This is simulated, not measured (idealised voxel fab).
The process module presented herein is designated voxel local oxidation.
Displayed cross-section: cut, width of 300 nm, square cells sized 5 nm.
Cross-sections here: square-cell grids, written as top-down lists of bands, a band being one or more rows of cells.
Heads up on the band format: heights come first, top then bottom, in nm. After that it's the materials left to right, each with its width in nm. A single material flagged "throughout" fills the whole band edge to edge, and "blank" means there's empty space there.
Height 0 is the level under which the wafer as received is all one material. The lowest band goes on downwards, as in "0 -> down".
Quick explanation for "30..40": the width changes in equal steps down the rows of cells, from the first number in the band's top row to the second number in its bottom row.
Step marked "no change occurred"? Then no cell in the cross-section changed in it.
The entry "Cavities, closed" lists the empty spaces that cover at least 8 cells and have no open path to the top. Each is written as width x height at distance, where the distance is measured from the left edge and all three values are in nm.
Where a step's line continues beyond its settings, the continuation is a remark by the simulator itself on that step.
On any step carrying a mask, the "overlay nm" setting, if present on the step's line, tells how far right of its planned place the mask lay; negative values point to the left.

Process steps (planned)
step 1: RECEIVE with material Si
step 2: OXIDIZE with depth nm 5
step 3: CONFORMAL_DEP with material SiN, thk nm 10
step 4: MASKED_ETCH with tone cover, mask id ACTIVE, width nm 130, etch materials SiN, depth nm 10, overlay nm 0
step 5: SELECTIVE_ETCH with etch materials SiO2, depth nm 5
step 6: OXIDIZE with depth nm 10
step 7: STRIP with etch materials SiN

Cross-section of the incoming wafer, state after step 1
  0 -> down: Si throughout
  Cavities, closed: none

End-of-module cross-section of the first of two wafers, processed as planned
  0 -> -5: blank 90, SiO2 120, blank 90
  -5 -> -15: SiO2 100, Si 100, SiO2 100
  -15 -> down: Si throughout
  Cavities, closed: none

Second wafer through the module, sectioned at the end: same beginning and same plan as the first wafer, with one mistake in carrying it out
  0 -> -5: blank 85, SiO2 120, blank 95
  -5 -> -15: SiO2 95, Si 100, SiO2 105
  -15 -> down: Si throughout
  Cavities, closed: none
Heads up, the wafer didn't run the way we planned it: rather than as planned, step 4 actually ran as MASKED_ETCH with tone cover, mask id ACTIVE, width nm 130, etch materials SiN, depth nm 10, overlay nm -5
Upon completion, the cell count for each material on the second wafer equals that on the first, whereas the spatial distribution of those cells differs.
